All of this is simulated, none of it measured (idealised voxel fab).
The following is a process module called voxel fin reveal.
For reference, the cross-section in this document is cut, with width 255 nm and square cells of 5 nm.
A cross-section is written here as square cells arranged in a grid, and it is given in bands from the top down, each band taking up one or more rows of cells.
For a band, the entry starts with two heights in nm, that of the top and then that of the bottom, and carries on with the band's materials in order from left to right, each alongside its width in nm; the word "full width" beside a single material means it fills the band edge to edge, and "empty" means empty space.
The reference from which all heights are counted is 0, the level beneath which the as-received wafer is entirely one material; the lowest band, having no lower bound, proceeds downward and is written after the example "0..down".
The notation "30..40" denotes a width that varies across the rows of cells in the band, beginning at the first number in the top row, finishing at the second number in the bottom row, and changing by an identical amount from each row to the next.
You'll sometimes find "nothing altered" written for a step, and that's the way of saying that nowhere in the cross-section did a cell change during that step.
Under "Catalogued sealed voids" you'll find the enclosed gaps, the ones with no way out to the top, that are 8 cells or bigger; each reads width x height at distance, with distance counted from the left edge, everything in nm.
Where a step's line continues beyond its settings, the continuation is a remark by the simulator itself on that step.
overlay nm: mask right of planned place by this much (step with mask). Neg. = left.
## Steps planned for the process
| 1 | RECEIVE,material Si |
| 2 | CONFORMAL_DEP,material SiN,thk nm 10 |
| 3 | PATTERN,tone cover,mask id FINS,material resist,width nm 15,pitch nm 40,thk nm 15,overlay nm -15 |
| 4 | DIRECTIONAL_ETCH,etch materials SiN,depth nm 10 |
| 5 | DIRECTIONAL_ETCH,etch materials Si,depth nm 35 |
| 6 | STRIP,etch materials resist |
| 7 | OXIDIZE,depth nm 5 |
| 8 | FILL_DEP,material SiO2,thk nm 15 |
| 9 | CMP,height nm 10 |
| 10 | SELECTIVE_ETCH,etch materials SiO2,depth nm 35 |
| 11 | STRIP,etch materials SiN |
Heads up: all these wafers start the same, and what changes between them is the overlay nm in step 3. The value you see in the plan is just what the first wafer got.
## Cross-section, first of several wafers, as delivered after step 1
  0..down = Si full width
  Catalogued sealed voids: none
## Per wafer (row), end of module: delta in cells per material since receipt, (+) for gained, (-) for lost; closed voids after that
overlay nm -15, -384 Si, +144 SiO2, Catalogued sealed voids: none
overlay nm -10, -384 Si, +144 SiO2, Catalogued sealed voids: none
overlay nm -5, -384 Si, +144 SiO2, Catalogued sealed voids: none
overlay nm 0, -384 Si, +144 SiO2, Catalogued sealed voids: none
overlay nm 5, -384 Si, +144 SiO2, Catalogued sealed voids: none
overlay nm 10, -384 Si, +144 SiO2, Catalogued sealed voids: none
overlay nm 15, -384 Si, +144 SiO2, Catalogued sealed voids: none
